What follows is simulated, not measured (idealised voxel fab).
You're looking at the process module voxel tone inversion.
Pictured: cross-section cut, 225 nm wide, on a grid of 5 nm square cells.
We lay out every cross-section as a grid of square cells and spell it out in bands from the top down, where one band means one or more rows of cells.
A band entry consists of two parts. The first gives the height of the band's top and the height of its bottom, in nm. The rest lists the band's materials from left to right, each with its width in nm. A single material labelled with the word "all across" fills the band from edge to edge, and the word "air" marks empty space.
Height datum 0, below which the as-received substrate wafer is one material. Lowest band open at the bottom, running downward: "top 0, no bottom".
So if you see something like "30..40" for the width, read it as the top row of the band sitting at the first number and the bottom row at the second, with every row in between moving by the same amount as the last.
Key: "same as before" - step with no changed cell in the cross-section.
Listed in "Enclosed internal voids": every empty space of 8 or more cells without an open way to the top. Form: width x height at distance, the distance being from the left edge, all in nm.
On a step's line, text after the settings is the simulator commenting on that step.
Steps that use a mask can have "overlay nm" on their line. It says how far the mask sat to the right of where it was meant to be. Negative means to the left.

-- Planned process steps
1 RECEIVE with material Si
2 CONFORMAL_DEP with material SiCN, thk nm 5
3 DIRECTIONAL_DEP with material polySi, thk nm 25
4 PATTERN with tone cover, mask id POSTS, material resist, width nm 25, pitch nm 50, thk nm 35, overlay nm 0
5 DIRECTIONAL_ETCH with etch materials polySi, depth nm 25
6 STRIP with etch materials resist
7 FILL_DEP with material lowk, thk nm 5
8 CMP with height nm 30
9 STRIP with etch materials polySi

-- First wafer out of two, processed as planned

-- Cross-section of the wafer at receipt, which is the condition after step 1
top 0, no bottom | Si all across
Enclosed internal voids: none

-- Wafer xsec, post step 2
top 5, bottom 0 | SiCN all across
Everything below 0 is unchanged.

-- Wafer xsec, post step 3
top 30, bottom 5 | polySi all across
Everything below 5 is unchanged.

-- Wafer xsec, post step 4
top 65, bottom 30 | 75 nm air | 25 nm resist | 25 nm air | 25 nm resist | 75 nm air
Everything below 30 is unchanged.

-- Wafer xsec, post step 5
top 65, bottom 30 | 75 nm air | 25 nm resist | 25 nm air | 25 nm resist | 75 nm air
top 30, bottom 5 | 75 nm air | 25 nm polySi | 25 nm air | 25 nm polySi | 75 nm air
Everything below 5 is unchanged.

-- Wafer xsec, post step 6
top 30, bottom 5 | 75 nm air | 25 nm polySi | 25 nm air | 25 nm polySi | 75 nm air
Everything below 5 is unchanged.

-- Wafer xsec, post step 7
top 35, bottom 30 | lowk all across
top 30, bottom 5 | 75 nm lowk | 25 nm polySi | 25 nm lowk | 25 nm polySi | 75 nm lowk
Everything below 5 is unchanged.

-- Wafer xsec, post step 8
top 30, bottom 5 | 75 nm lowk | 25 nm polySi | 25 nm lowk | 25 nm polySi | 75 nm lowk
Everything below 5 is unchanged.

-- Wafer xsec, post step 9
top 30, bottom 5 | 75 nm lowk | 25 nm air | 25 nm lowk | 25 nm air | 75 nm lowk
Everything below 5 is unchanged.

-- The Second Wafer: Common Origin and Plan, One Mistake in Execution, Identical to the First Through Step 2

-- Second wafer at the planned finish of step 3, seen in cross-section
top 30, bottom 5 | lowk all across
Everything below 5 is unchanged.

-- Second wafer at the planned finish of step 4, seen in cross-section
top 65, bottom 30 | 75 nm air | 25 nm resist | 25 nm air | 25 nm resist | 75 nm air
Everything below 30 is unchanged.

Second wafer at the planned finish of step 5, seen in cross-section: same as before

-- Second wafer at the planned finish of step 6, seen in cross-section
top 30, bottom 5 | lowk all across
Everything below 5 is unchanged.

-- Second wafer at the planned finish of step 7, seen in cross-section
top 35, bottom 5 | lowk all across
Everything below 5 is unchanged.

-- Second wafer at the planned finish of step 8, seen in cross-section
top 30, bottom 5 | lowk all across
Everything below 5 is unchanged.

Second wafer at the planned finish of step 9, seen in cross-section: same as before
Misprocessing identified: step 3 was run on a setting that differed from the plan, and what really ran there is DIRECTIONAL_DEP with material lowk, thk nm 25
Upon completion, the second wafer contains, in terms of cells, a greater or smaller amount of certain materials than the first wafer: 50 more of lowk
